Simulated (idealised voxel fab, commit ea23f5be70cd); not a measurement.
process module | voxel capacitor over wiring
cross-section cut | 220 nm wide | cells 5 nm
A cross-section is a grid of square cells, given in bands from the top down. A band is one or more rows of cells.
Each band's line starts with the height of the band's top and of its bottom, in nm. Then come its materials from left to right, each with its width in nm. One material with "throughout" fills the band from edge to edge. "air" is empty space.
Height 0 is the level under which the wafer as received is all one material. The lowest band goes on downwards, as in "0 down".
A width such as "30 to 40" changes by the same amount from each row of cells to the next, from the band's top row to its bottom row.
"no change" after a step means that no cell of the cross-section changed.
closed voids: empty space of 8 cells or more with no open way to the top, each as width x height at its distance from the left edge, in nm
after a step's settings: what the simulator itself notes on the step
overlay nm, on a step with a mask: how far to the right of its planned place the mask lay; to the left if negative
plan
1 op RECEIVE | material Si
2 op CONFORMAL_DEP | material SiO2 | thk nm 10
3 op CONFORMAL_DEP | material SiCN | thk nm 5
4 op DIRECTIONAL_DEP | material lowk | thk nm 15
5 op PATTERN | tone open | mask id METAL_1 | material resist | width nm 30 | pitch nm 85 | thk nm 15 | overlay nm 0
6 op DIRECTIONAL_ETCH | etch materials lowk | depth nm 15
7 op DIRECTIONAL_ETCH | etch materials SiCN | depth nm 5
8 op STRIP | etch materials resist
9 op CONFORMAL_DEP | material TiN | thk nm 5
10 op FILL_DEP | material W | thk nm 10
11 op CMP | height nm 30
12 op CONFORMAL_DEP | material SiCN | thk nm 5
13 op DIRECTIONAL_DEP | material lowk | thk nm 10
14 op DIRECTIONAL_DEP | material aC | thk nm 15
15 op PATTERN | tone open | mask id PLUG_1 | material resist | width nm 15 | thk nm 30 | overlay nm 0
16 op DIRECTIONAL_ETCH | etch materials aC | depth nm 15
17 op STRIP | etch materials resist
18 op DIRECTIONAL_ETCH | etch materials lowk | depth nm 10
19 op DIRECTIONAL_ETCH | etch materials SiCN | depth nm 5
20 op STRIP | etch materials aC
21 op EPI | material Ru | thk nm 10
22 op EPI | material Ru | thk nm 5
23 op DIRECTIONAL_DEP | material TiN | thk nm 5
24 op DIRECTIONAL_DEP | material Al2O3 | thk nm 5
25 op DIRECTIONAL_DEP | material TiN | thk nm 5
26 op PATTERN | tone cover | mask id UPPER_PLATE | material resist | width nm 60 | thk nm 20 | overlay nm 0
27 op DIRECTIONAL_ETCH | etch materials TiN | depth nm 5
28 op DIRECTIONAL_ETCH | etch materials Al2O3 | depth nm 5
29 op STRIP | etch materials resist
30 op DIRECTIONAL_DEP | material aC | thk nm 15
31 op PATTERN | tone cover | mask id LOWER_PLATE | material resist | width nm 70 | thk nm 30 | overlay nm 0
32 op DIRECTIONAL_ETCH | etch materials aC | depth nm 15
33 op STRIP | etch materials resist
34 op DIRECTIONAL_ETCH | etch materials TiN | depth nm 5
35 op STRIP | etch materials aC
36 op FILL_DEP | material SiO2 | thk nm 20
37 op CMP | height nm 75
38 op PATTERN | tone open | mask id PLUG_2 | material resist | width nm 15 | thk nm 15 | overlay nm 0
39 op DIRECTIONAL_ETCH | etch materials SiO2 | depth nm 15
40 op STRIP | etch materials resist
41 op CONFORMAL_DEP | material TiN | thk nm 5
42 op FILL_DEP | material Cu | thk nm 10
43 op CMP | height nm 75
44 op CONFORMAL_DEP | material SiN | thk nm 5
first wafer, as planned
as received, after step 1
  0 down: Si throughout
  closed voids: none
after step 2
  10 to 0: SiO2 throughout
  below 0: unchanged
after step 3
  15 to 10: SiCN throughout
  below 10: unchanged
after step 4
  30 to 15: lowk throughout
  below 15: unchanged
after step 5
  45 to 30: resist 50 | air 30 | resist 55 | air 30 | resist 55
  below 30: unchanged
after step 6
  45 to 30: resist 50 | air 30 | resist 55 | air 30 | resist 55
  30 to 15: lowk 50 | air 30 | lowk 55 | air 30 | lowk 55
  below 15: unchanged
after step 7
  45 to 30: resist 50 | air 30 | resist 55 | air 30 | resist 55
  30 to 15: lowk 50 | air 30 | lowk 55 | air 30 | lowk 55
  15 to 10: SiCN 50 | air 30 | SiCN 55 | air 30 | SiCN 55
  below 10: unchanged
after step 8
  30 to 15: lowk 50 | air 30 | lowk 55 | air 30 | lowk 55
  below 15: unchanged
after step 9
  35 to 30: TiN 55 | air 20 | TiN 65 | air 20 | TiN 60
  30 to 15: lowk 50 | TiN 5 | air 20 | TiN 5 | lowk 55 | TiN 5 | air 20 | TiN 5 | lowk 55
  15 to 10: SiCN 50 | TiN 30 | SiCN 55 | TiN 30 | SiCN 55
  below 10: unchanged
after step 10
  45 to 35: W throughout
  35 to 30: TiN 55 | W 20 | TiN 65 | W 20 | TiN 60
  30 to 15: lowk 50 | TiN 5 | W 20 | TiN 5 | lowk 55 | TiN 5 | W 20 | TiN 5 | lowk 55
  below 15: unchanged
after step 11
  30 to 15: lowk 50 | TiN 5 | W 20 | TiN 5 | lowk 55 | TiN 5 | W 20 | TiN 5 | lowk 55
  below 15: unchanged
after step 12
  35 to 30: SiCN throughout
  below 30: unchanged
after step 13
  45 to 35: lowk throughout
  below 35: unchanged
after step 14
  60 to 45: aC throughout
  below 45: unchanged
after step 15
  90 to 60: resist 65 | air 15 | resist 140
  below 60: unchanged
after step 16
  75 to 60: resist 65 | air 15 | resist 140
  60 to 45: aC 65 | air 15 | aC 140
  below 45: unchanged
after step 17
  60 to 45: aC 65 | air 15 | aC 140
  below 45: unchanged
after step 18
  60 to 45: aC 65 | air 15 | aC 140
  45 to 35: lowk 65 | air 15 | lowk 140
  below 35: unchanged
after step 19
  60 to 45: aC 65 | air 15 | aC 140
  45 to 35: lowk 65 | air 15 | lowk 140
  35 to 30: SiCN 65 | air 15 | SiCN 140
  below 30: unchanged
after step 20
  45 to 35: lowk 65 | air 15 | lowk 140
  below 35: unchanged
after step 21
  45 to 40: lowk 65 | air 15 | lowk 140
  40 to 35: lowk 65 | Ru 15 | lowk 140
  35 to 30: SiCN 65 | Ru 15 | SiCN 140
  below 30: unchanged
after step 22
  45 to 35: lowk 65 | Ru 15 | lowk 140
  below 35: unchanged
after step 23
  50 to 45: TiN throughout
  below 45: unchanged
after step 24
  55 to 50: Al2O3 throughout
  below 50: unchanged
after step 25
  60 to 55: TiN throughout
  below 55: unchanged
after step 26
  80 to 60: air 65 | resist 60 | air 95
  below 60: unchanged
after step 27
  80 to 60: air 65 | resist 60 | air 95
  60 to 55: air 65 | TiN 60 | air 95
  below 55: unchanged
after step 28
  80 to 60: air 65 | resist 60 | air 95
  60 to 55: air 65 | TiN 60 | air 95
  55 to 50: air 65 | Al2O3 60 | air 95
  below 50: unchanged
after step 29
  60 to 55: air 65 | TiN 60 | air 95
  below 55: unchanged
after step 30
  75 to 65: air 65 | aC 60 | air 95
  65 to 60: aC throughout
  60 to 55: aC 65 | TiN 60 | aC 95
  55 to 50: aC 65 | Al2O3 60 | aC 95
  below 50: unchanged
after step 31
  105 to 75: air 60 | resist 70 | air 90
  75 to 65: air 60 | resist 5 | aC 60 | resist 5 | air 90
  below 65: unchanged
after step 32
  90 to 75: air 60 | resist 70 | air 90
  75 to 65: air 60 | resist 5 | aC 60 | resist 5 | air 90
  65 to 60: air 60 | aC 70 | air 90
  60 to 55: air 60 | aC 5 | TiN 60 | aC 5 | air 90
  55 to 50: air 60 | aC 5 | Al2O3 60 | aC 5 | air 90
  below 50: unchanged
after step 33
  75 to 65: air 65 | aC 60 | air 95
  below 65: unchanged
after step 34
  75 to 65: air 65 | aC 60 | air 95
  65 to 60: air 60 | aC 70 | air 90
  60 to 55: air 60 | aC 5 | TiN 60 | aC 5 | air 90
  55 to 50: air 60 | aC 5 | Al2O3 60 | aC 5 | air 90
  50 to 45: air 60 | TiN 70 | air 90
  below 45: unchanged
after step 35
  60 to 55: air 65 | TiN 60 | air 95
  55 to 50: air 65 | Al2O3 60 | air 95
  below 50: unchanged
after step 36
  80 to 60: SiO2 throughout
  60 to 55: SiO2 65 | TiN 60 | SiO2 95
  55 to 50: SiO2 65 | Al2O3 60 | SiO2 95
  50 to 45: SiO2 60 | TiN 70 | SiO2 90
  below 45: unchanged
after step 37
  75 to 60: SiO2 throughout
  below 60: unchanged
after step 38
  90 to 75: resist 75 | air 15 | resist 130
  below 75: unchanged
after step 39
  90 to 75: resist 75 | air 15 | resist 130
  75 to 60: SiO2 75 | air 15 | SiO2 130
  below 60: unchanged
after step 40
  75 to 60: SiO2 75 | air 15 | SiO2 130
  below 60: unchanged
after step 41
  80 to 75: TiN 80 | air 5 | TiN 135
  75 to 65: SiO2 75 | TiN 5 | air 5 | TiN 5 | SiO2 130
  65 to 55: SiO2 75 to 65 | TiN 15 to 60 | SiO2 130 to 95
  below 55: unchanged
after step 42
  90 to 80: Cu throughout
  80 to 75: TiN 80 | Cu 5 | TiN 135
  75 to 65: SiO2 75 | TiN 5 | Cu 5 | TiN 5 | SiO2 130
  below 65: unchanged
after step 43
  75 to 65: SiO2 75 | TiN 5 | Cu 5 | TiN 5 | SiO2 130
  below 65: unchanged
after step 44
  80 to 75: SiN throughout
  below 75: unchanged
second wafer: like start, like plan, one mistake. Through step 1 it matches the first wafer
when step 2 should have ended: no change
when step 3 should have ended
  5 to 0: SiCN throughout
  below 0: unchanged
when step 4 should have ended
  20 to 5: lowk throughout
  below 5: unchanged
when step 5 should have ended
  35 to 20: resist 50 | air 30 | resist 55 | air 30 | resist 55
  below 20: unchanged
when step 6 should have ended
  35 to 20: resist 50 | air 30 | resist 55 | air 30 | resist 55
  20 to 5: lowk 50 | air 30 | lowk 55 | air 30 | lowk 55
  below 5: unchanged
when step 7 should have ended
  35 to 20: resist 50 | air 30 | resist 55 | air 30 | resist 55
  20 to 5: lowk 50 | air 30 | lowk 55 | air 30 | lowk 55
  5 to 0: SiCN 50 | air 30 | SiCN 55 | air 30 | SiCN 55
  below 0: unchanged
when step 8 should have ended
  20 to 5: lowk 50 | air 30 | lowk 55 | air 30 | lowk 55
  below 5: unchanged
when step 9 should have ended
  25 to 20: TiN 55 | air 20 | TiN 65 | air 20 | TiN 60
  20 to 5: lowk 50 | TiN 5 | air 20 | TiN 5 | lowk 55 | TiN 5 | air 20 | TiN 5 | lowk 55
  5 to 0: SiCN 50 | TiN 30 | SiCN 55 | TiN 30 | SiCN 55
  below 0: unchanged
when step 10 should have ended
  35 to 25: W throughout
  25 to 20: TiN 55 | W 20 | TiN 65 | W 20 | TiN 60
  20 to 5: lowk 50 | TiN 5 | W 20 | TiN 5 | lowk 55 | TiN 5 | W 20 | TiN 5 | lowk 55
  below 5: unchanged
when step 11 should have ended
  30 to 25: W throughout
  below 25: unchanged
when step 12 should have ended
  35 to 30: SiCN throughout
  below 30: unchanged
when step 13 should have ended
  45 to 35: lowk throughout
  below 35: unchanged
when step 14 should have ended
  60 to 45: aC throughout
  below 45: unchanged
when step 15 should have ended
  90 to 60: resist 65 | air 15 | resist 140
  below 60: unchanged
when step 16 should have ended
  75 to 60: resist 65 | air 15 | resist 140
  60 to 45: aC 65 | air 15 | aC 140
  below 45: unchanged
when step 17 should have ended
  60 to 45: aC 65 | air 15 | aC 140
  below 45: unchanged
when step 18 should have ended
  60 to 45: aC 65 | air 15 | aC 140
  45 to 35: lowk 65 | air 15 | lowk 140
  below 35: unchanged
when step 19 should have ended
  60 to 45: aC 65 | air 15 | aC 140
  45 to 35: lowk 65 | air 15 | lowk 140
  35 to 30: SiCN 65 | air 15 | SiCN 140
  below 30: unchanged
when step 20 should have ended
  45 to 35: lowk 65 | air 15 | lowk 140
  below 35: unchanged
when step 21 should have ended
  45 to 40: lowk 65 | air 15 | lowk 140
  40 to 35: lowk 65 | Ru 15 | lowk 140
  35 to 30: SiCN 65 | Ru 15 | SiCN 140
  below 30: unchanged
when step 22 should have ended
  45 to 35: lowk 65 | Ru 15 | lowk 140
  below 35: unchanged
when step 23 should have ended
  50 to 45: TiN throughout
  below 45: unchanged
when step 24 should have ended
  55 to 50: Al2O3 throughout
  below 50: unchanged
when step 25 should have ended
  60 to 55: TiN throughout
  below 55: unchanged
when step 26 should have ended
  80 to 60: air 65 | resist 60 | air 95
  below 60: unchanged
when step 27 should have ended
  80 to 60: air 65 | resist 60 | air 95
  60 to 55: air 65 | TiN 60 | air 95
  below 55: unchanged
when step 28 should have ended
  80 to 60: air 65 | resist 60 | air 95
  60 to 55: air 65 | TiN 60 | air 95
  55 to 50: air 65 | Al2O3 60 | air 95
  below 50: unchanged
when step 29 should have ended
  60 to 55: air 65 | TiN 60 | air 95
  below 55: unchanged
when step 30 should have ended
  75 to 65: air 65 | aC 60 | air 95
  65 to 60: aC throughout
  60 to 55: aC 65 | TiN 60 | aC 95
  55 to 50: aC 65 | Al2O3 60 | aC 95
  below 50: unchanged
when step 31 should have ended
  105 to 75: air 60 | resist 70 | air 90
  75 to 65: air 60 | resist 5 | aC 60 | resist 5 | air 90
  below 65: unchanged
when step 32 should have ended
  90 to 75: air 60 | resist 70 | air 90
  75 to 65: air 60 | resist 5 | aC 60 | resist 5 | air 90
  65 to 60: air 60 | aC 70 | air 90
  60 to 55: air 60 | aC 5 | TiN 60 | aC 5 | air 90
  55 to 50: air 60 | aC 5 | Al2O3 60 | aC 5 | air 90
  below 50: unchanged
when step 33 should have ended
  75 to 65: air 65 | aC 60 | air 95
  below 65: unchanged
when step 34 should have ended
  75 to 65: air 65 | aC 60 | air 95
  65 to 60: air 60 | aC 70 | air 90
  60 to 55: air 60 | aC 5 | TiN 60 | aC 5 | air 90
  55 to 50: air 60 | aC 5 | Al2O3 60 | aC 5 | air 90
  50 to 45: air 60 | TiN 70 | air 90
  below 45: unchanged
when step 35 should have ended
  60 to 55: air 65 | TiN 60 | air 95
  55 to 50: air 65 | Al2O3 60 | air 95
  below 50: unchanged
when step 36 should have ended
  80 to 60: SiO2 throughout
  60 to 55: SiO2 65 | TiN 60 | SiO2 95
  55 to 50: SiO2 65 | Al2O3 60 | SiO2 95
  50 to 45: SiO2 60 | TiN 70 | SiO2 90
  below 45: unchanged
when step 37 should have ended
  75 to 60: SiO2 throughout
  below 60: unchanged
when step 38 should have ended
  90 to 75: resist 75 | air 15 | resist 130
  below 75: unchanged
when step 39 should have ended
  90 to 75: resist 75 | air 15 | resist 130
  75 to 60: SiO2 75 | air 15 | SiO2 130
  below 60: unchanged
when step 40 should have ended
  75 to 60: SiO2 75 | air 15 | SiO2 130
  below 60: unchanged
when step 41 should have ended
  80 to 75: TiN 80 | air 5 | TiN 135
  75 to 65: SiO2 75 | TiN 5 | air 5 | TiN 5 | SiO2 130
  65 to 55: SiO2 75 to 65 | TiN 15 to 60 | SiO2 130 to 95
  below 55: unchanged
when step 42 should have ended
  90 to 80: Cu throughout
  80 to 75: TiN 80 | Cu 5 | TiN 135
  75 to 65: SiO2 75 | TiN 5 | Cu 5 | TiN 5 | SiO2 130
  below 65: unchanged
when step 43 should have ended
  75 to 65: SiO2 75 | TiN 5 | Cu 5 | TiN 5 | SiO2 130
  below 65: unchanged
when step 44 should have ended
  80 to 75: SiN throughout
  below 75: unchanged
what went wrong: step 2 was left out
at the end the second wafer has, in cells: 88 fewer of SiO2 | 36 more of TiN | 52 more of W
